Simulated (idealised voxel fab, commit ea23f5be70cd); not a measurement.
You're looking at the process module voxel transistor to metal.
The figure presents cross-section cut, which has a width of 185 nm and is divided into square cells with an edge length of 5 nm.
In what follows, cross-sections appear as grids of square cells, described through bands that run from the top down, where every band is one or more rows of cells.
What a band's entry tells you: where the top is and where the bottom is, as heights in nm, and after that what lies inside, material by material from left to right, each with its width in nm. Empty space is written as the word "empty", and a single material marked with the word "everywhere" occupies the band from edge to edge.
Zero point of the height axis is 0; under it, received wafer = one material. Lowest band: continues down indefinitely, "0 -> down".
Width: "30 to 40" (first number = top row, second number = bottom row, same change from row to row of cells).
Step marked "remains unaltered"? Then no cell in the cross-section changed in it.
"Enclosed void list": sealed empty spaces, 8 cells or more, no open way to top, listed width x height at distance, with distance from the left edge and width, height and distance in nm.
after a step's settings: what the simulator itself notes on the step
overlay nm: right-of-plan distance of the mask on a masked step; negative values mean left-of-plan.
Note: before/after cross-section pairs follow, one process step per pair, after-side truncated at the lowest changed band, step and settings given beneath. Different runs of this module on the same starting wafer may supply the pairs; a pair continues the one above only where the "Status quo ante" entry says so.
Status quo ante:
- 60 -> 40  50 lowk / 15 empty / 55 lowk / 15 empty / 50 lowk
- 40 -> 35  SiCN everywhere
- 35 -> 25  50 SiO2 / 5 TiN / 5 Ru / 5 TiN / 55 SiO2 / 5 TiN / 5 Ru / 5 TiN / 50 SiO2
- 25 -> 20  50 SiO2 / 15 TiN / 55 SiO2 / 15 TiN / 50 SiO2
- 20 -> 10  75 W / 5 TiN / 5 HfO2 / 5 SiN / 5 SiO2 / 5 SiN / 5 HfO2 / 5 TiN / 75 W
- 10 -> 5  40 TiN / 35 W / 5 TiN / 5 HfO2 / 5 SiN / 5 SiO2 / 5 SiN / 5 HfO2 / 5 TiN / 35 W / 40 TiN
- 5 -> 0  35 HfO2 / 45 TiN / 5 HfO2 / 5 SiN / 5 nSi / 5 SiN / 5 HfO2 / 45 TiN / 35 HfO2
- 0 -> -5  30 SiO2 / 55 HfO2 / 5 SiO2 / 5 nSi / 5 SiO2 / 55 HfO2 / 30 SiO2
- -5 -> -10  40 SiO2 / 50 Si / 5 nSi / 50 Si / 40 SiO2
- -10 -> -20  40 SiO2 / 105 Si / 40 SiO2
- -20 -> down  Si everywhere
- Enclosed void list: none
Step Result:
- 60 -> 40  50 lowk / 15 empty / 55 lowk / 15 empty / 50 lowk
- 40 -> 35  50 SiCN / 15 empty / 55 SiCN / 15 empty / 50 SiCN
- For the remainder of the cross-section, below 35, there is no change.
- Enclosed void list: none
Link between the two cross-sections above: MASKED_ETCH, tone open, mask id METAL_1, width nm 15, pitch nm 70, etch materials SiCN, depth nm 5, overlay nm 0
Status quo ante: we pick up right where the pair above leaves off, with its after cross-section.
Step Result:
- 65 -> 60  55 TiN / 5 empty / 65 TiN / 5 empty / 55 TiN
- 60 -> 40  50 lowk / 5 TiN / 5 empty / 5 TiN / 55 lowk / 5 TiN / 5 empty / 5 TiN / 50 lowk
- 40 -> 35  50 SiCN / 15 TiN / 55 SiCN / 15 TiN / 50 SiCN
- For the remainder of the cross-section, below 35, there is no change.
- Enclosed void list: none
Link between the two cross-sections above: CONFORMAL_DEP, material TiN, thk nm 5
Status quo ante: we pick up right where the pair above leaves off, with its after cross-section.
Step Result:
- 70 -> 65  Cu everywhere
- 65 -> 60  55 TiN / 5 Cu / 65 TiN / 5 Cu / 55 TiN
- 60 -> 40  50 lowk / 5 TiN / 5 Cu / 5 TiN / 55 lowk / 5 TiN / 5 Cu / 5 TiN / 50 lowk
- For the remainder of the cross-section, below 40, there is no change.
- Enclosed void list: none
Link between the two cross-sections above: FILL_DEP, material Cu, thk nm 5
Status quo ante: we pick up right where the pair above leaves off, with its after cross-section.
Step Result:
- 60 -> 40  50 lowk / 5 TiN / 5 Cu / 5 TiN / 55 lowk / 5 TiN / 5 Cu / 5 TiN / 50 lowk
- For the remainder of the cross-section, below 40, there is no change.
- Enclosed void list: none
Link between the two cross-sections above: CMP, height nm 60
Status quo ante: we pick up right where the pair above leaves off, with its after cross-section.
Step Result:
- 65 -> 60  45 empty / 25 Ru / 45 empty / 25 Ru / 45 empty
- For the remainder of the cross-section, below 60, there is no change.
- Enclosed void list: none
Link between the two cross-sections above: EPI, material Ru, thk nm 5
Status quo ante: we pick up right where the pair above leaves off, with its after cross-section.
Step Result:
- 70 -> 65  SiCN everywhere
- 65 -> 60  45 SiCN / 25 Ru / 45 SiCN / 25 Ru / 45 SiCN
- For the remainder of the cross-section, below 60, there is no change.
- Enclosed void list: none
Link between the two cross-sections above: FILL_DEP, material SiCN, thk nm 5
Status quo ante: we pick up right where the pair above leaves off, with its after cross-section.
Step Result:
- 100 -> 70  SiO2 everywhere
- For the remainder of the cross-section, below 70, there is no change.
- Enclosed void list: none
Link between the two cross-sections above: DIRECTIONAL_DEP, material SiO2, thk nm 30
Status quo ante: we pick up right where the pair above leaves off, with its after cross-section.
Step Result:
- 115 -> 100  50 resist / 15 empty / 55 resist / 15 empty / 50 resist
- For the remainder of the cross-section, below 100, there is no change.
- Enclosed void list: none
Link between the two cross-sections above: PATTERN, tone open, mask id METAL_2, material resist, width nm 15, pitch nm 70, thk nm 15, overlay nm 0
Status quo ante: we pick up right where the pair above leaves off, with its after cross-section.
Step Result:
- 115 -> 100  50 resist / 15 empty / 55 resist / 15 empty / 50 resist
- 100 -> 80  50 SiO2 / 15 empty / 55 SiO2 / 15 empty / 50 SiO2
- For the remainder of the cross-section, below 80, there is no change.
- Enclosed void list: none
Link between the two cross-sections above: DIRECTIONAL_ETCH, etch materials SiO2, depth nm 20
Status quo ante: we pick up right where the pair above leaves off, with its after cross-section.
Step Result:
- 100 -> 80  50 SiO2 / 15 empty / 55 SiO2 / 15 empty / 50 SiO2
- For the remainder of the cross-section, below 80, there is no change.
- Enclosed void list: none
Link between the two cross-sections above: STRIP, etch materials resist
Status quo ante: we pick up right where the pair above leaves off, with its after cross-section.
Step Result:
- 100 -> 70  50 SiO2 / 15 empty / 55 SiO2 / 15 empty / 50 SiO2
- For the remainder of the cross-section, below 70, there is no change.
- Enclosed void list: none
Link between the two cross-sections above: MASKED_ETCH, tone open, mask id METAL_2_HOLES, width nm 15, pitch nm 70, etch materials SiO2, depth nm 10, overlay nm 0
Status quo ante: we pick up right where the pair above leaves off, with its after cross-section.
Step Result:
- 100 -> 70  50 SiO2 / 15 empty / 55 SiO2 / 15 empty / 50 SiO2
- 70 -> 65  50 SiCN / 15 empty / 55 SiCN / 15 empty / 50 SiCN
- For the remainder of the cross-section, below 65, there is no change.
- Enclosed void list: none
Link between the two cross-sections above: MASKED_ETCH, tone open, mask id METAL_2_HOLES, width nm 15, pitch nm 70, etch materials SiCN, depth nm 5, overlay nm 0
Status quo ante: we pick up right where the pair above leaves off, with its after cross-section.
Step Result:
- 105 -> 100  55 TiN / 5 empty / 65 TiN / 5 empty / 55 TiN
- 100 -> 70  50 SiO2 / 5 TiN / 5 empty / 5 TiN / 55 SiO2 / 5 TiN / 5 empty / 5 TiN / 50 SiO2
- 70 -> 65  50 SiCN / 15 TiN / 55 SiCN / 15 TiN / 50 SiCN
- For the remainder of the cross-section, below 65, there is no change.
- Enclosed void list: none
Link between the two cross-sections above: CONFORMAL_DEP, material TiN, thk nm 5
Status quo ante: we pick up right where the pair above leaves off, with its after cross-section.
Step Result:
- 110 -> 105  Ru everywhere
- 105 -> 100  55 TiN / 5 Ru / 65 TiN / 5 Ru / 55 TiN
- 100 -> 70  50 SiO2 / 5 TiN / 5 Ru / 5 TiN / 55 SiO2 / 5 TiN / 5 Ru / 5 TiN / 50 SiO2
- For the remainder of the cross-section, below 70, there is no change.
- Enclosed void list: none
Link between the two cross-sections above: FILL_DEP, material Ru, thk nm 5
Status quo ante: we pick up right where the pair above leaves off, with its after cross-section.
Step Result:
- 100 -> 70  50 SiO2 / 5 TiN / 5 Ru / 5 TiN / 55 SiO2 / 5 TiN / 5 Ru / 5 TiN / 50 SiO2
- For the remainder of the cross-section, below 70, there is no change.
- Enclosed void list: none
Link between the two cross-sections above: CMP, height nm 100
Status quo ante: we pick up right where the pair above leaves off, with its after cross-section.
Step Result:
- 105 -> 100  SiCN everywhere
- For the remainder of the cross-section, below 100, there is no change.
- Enclosed void list: none
Link between the two cross-sections above: CONFORMAL_DEP, material SiCN, thk nm 5
